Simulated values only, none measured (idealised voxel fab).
process module | voxel air gaps
cross-section cut | 300 nm wide | cells 5 nm
A cross-section is a grid of square cells, given in bands from the top down. A band is one or more rows of cells.
Each band's line starts with the height of the band's top and of its bottom, in nm. Then come its materials from left to right, each with its width in nm. One material with "throughout" fills the band from edge to edge. "air" is empty space.
Height 0 is the level under which the wafer as received is all one material. The lowest band goes on downwards, as in "0 down".
A width such as "30 to 40" changes by the same amount from each row of cells to the next, from the band's top row to its bottom row.
"no change" after a step means that no cell of the cross-section changed.
closed voids: empty space of 8 cells or more with no open way to the top, each as width x height at its distance from the left edge, in nm
after a step's settings: what the simulator itself notes on the step
overlay nm, on a step with a mask: how far to the right of its planned place the mask lay; to the left if negative
plan
1 op RECEIVE | material Si
2 op CONFORMAL_DEP | material SiO2 | thk nm 10
3 op CONFORMAL_DEP | material SiCN | thk nm 5
4 op DIRECTIONAL_DEP | material SiO2 | thk nm 40
5 op MASKED_ETCH | tone open | mask id LINES | width nm 25 | pitch nm 50 | etch materials SiO2 | depth nm 40 | overlay nm 0
6 op CONFORMAL_DEP | material TiN | thk nm 5
7 op FILL_DEP | material Ru | thk nm 10
8 op CMP | height nm 55
9 op EPI | material Ru | thk nm 10
10 op SELECTIVE_ETCH | etch materials SiO2 | depth nm 50
11 op CONFORMAL_DEP | material SiCN | thk nm 5
as received, after step 1
  0 down: Si throughout
  closed voids: none
a wafer at the end: this start, this plan, one mistake
  70 to 65: air 70 | SiCN 155 | air 75
  65 to 55: air 70 | SiCN 5 | Ru 45 | SiCN 5 | Ru 45 | SiCN 5 | Ru 45 | SiCN 5 | air 75
  55 to 50: air 70 | SiCN 15 | TiN 5 | Ru 15 | TiN 5 | SiCN 25 | TiN 5 | Ru 15 | TiN 5 | SiCN 25 | TiN 5 | Ru 15 | TiN 5 | SiCN 15 | air 75
  50 to 20: air 80 | SiCN 5 | TiN 5 | Ru 15 | TiN 5 | SiCN 5 | air 15 | SiCN 5 | TiN 5 | Ru 15 | TiN 5 | SiCN 5 | air 15 | SiCN 5 | TiN 5 | Ru 15 | TiN 5 | SiCN 5 | air 85
  20 to 15: air 80 | SiCN 5 | TiN 25 | SiCN 5 | air 15 | SiCN 5 | TiN 25 | SiCN 5 | air 15 | SiCN 5 | TiN 25 | SiCN 5 | air 85
  15 to 10: air 80 | SiCN 15 | SiO2 5 | SiCN 15 | air 15 | SiCN 15 | SiO2 5 | SiCN 15 | air 15 | SiCN 15 | SiO2 5 | SiCN 15 | air 85
  10 to 5: SiCN 95 | SiO2 5 | SiCN 45 | SiO2 5 | SiCN 45 | SiO2 5 | SiCN 100
  5 to 0: SiCN throughout
  0 down: Si throughout
  closed voids: 15 x 40 at 115; 15 x 40 at 165
what went wrong: steps 2 and 3 were swapped
